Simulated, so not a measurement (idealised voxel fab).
The name of this process module is voxel released beams.
Square cells of 5 nm make up the cross-section cut, whose width is 155 nm.
How to read a cross-section here: the picture is a grid of square cells, written as bands going from the top down, and any band can span one or more rows of cells. Heads up on the band format: heights come first, top then bottom, in nm. After that it's the materials left to right, each with its width in nm. A single material flagged "throughout" fills the whole band edge to edge, and "air" means there's empty space there. Ref level 0: as-received wafer is one material below here. Bottom band extends down with no lower bound ("from 0 down"). A two-number width, for instance "30->40", indicates that the width is equal to the first number in the top row of the band and to the second number in the bottom row, and that it changes by a constant amount per row of cells. You'll sometimes find "left unchanged" written for a step, and that's the way of saying that nowhere in the cross-section did a cell change during that step. Empty spaces without an open route to the top, at least 8 cells in extent, make up the entry "Enclosed empty spaces"; each is given as width x height at distance, where the distance is measured from the left edge, and all are in nm. On each step's line, the part that comes after the settings is the simulator's own comment on the step. overlay nm: right-of-plan distance of the mask on a masked step; negative values mean left-of-plan.
THE PLANNED PROCESS STEPS ARE ENUMERATED HEREUNDER
1. RECEIVE | material Si
2. CONFORMAL_DEP | material SiN | thk nm 5
3. DIRECTIONAL_DEP | material SiO2 | thk nm 15
4. MASKED_ETCH | tone open | mask id ANCHOR | width nm 35 | etch materials SiO2 | depth nm 15 | overlay nm 0
5. CONFORMAL_DEP | material W | thk nm 15
6. DIRECTIONAL_DEP | material aC | thk nm 15
7. PATTERN | tone cover | mask id BEAM | material resist | width nm 90 | thk nm 30 | overlay nm 0
8. DIRECTIONAL_ETCH | etch materials aC | depth nm 15
9. STRIP | etch materials resist
10. DIRECTIONAL_ETCH | etch materials W | depth nm 15
11. STRIP | etch materials aC
12. STRIP | etch materials SiO2
RECEIVED-STATE CROSS-SECTION, REFLECTING COMPLETION OF STEP 1
- from 0 down = Si throughout
- Enclosed empty spaces: none
CROSS-SECTION AT MODULE END, ONE RUN ERROR; START AND PLAN UNCHANGED FROM ABOVE
- from 25 to 20 = air 30 nm  W 20 nm  air 5 nm  W 65 nm  air 35 nm
- from 20 to 10 = air 30 nm  W 90 nm  air 35 nm
- from 10 to 5 = air 35 nm  W 35 nm  air 85 nm
- from 5 to 0 = SiN throughout
- from 0 down = Si throughout
- Enclosed empty spaces: none
Misprocessing identified: rather than as planned, step 3 actually ran as DIRECTIONAL_DEP | material SiO2 | thk nm 5
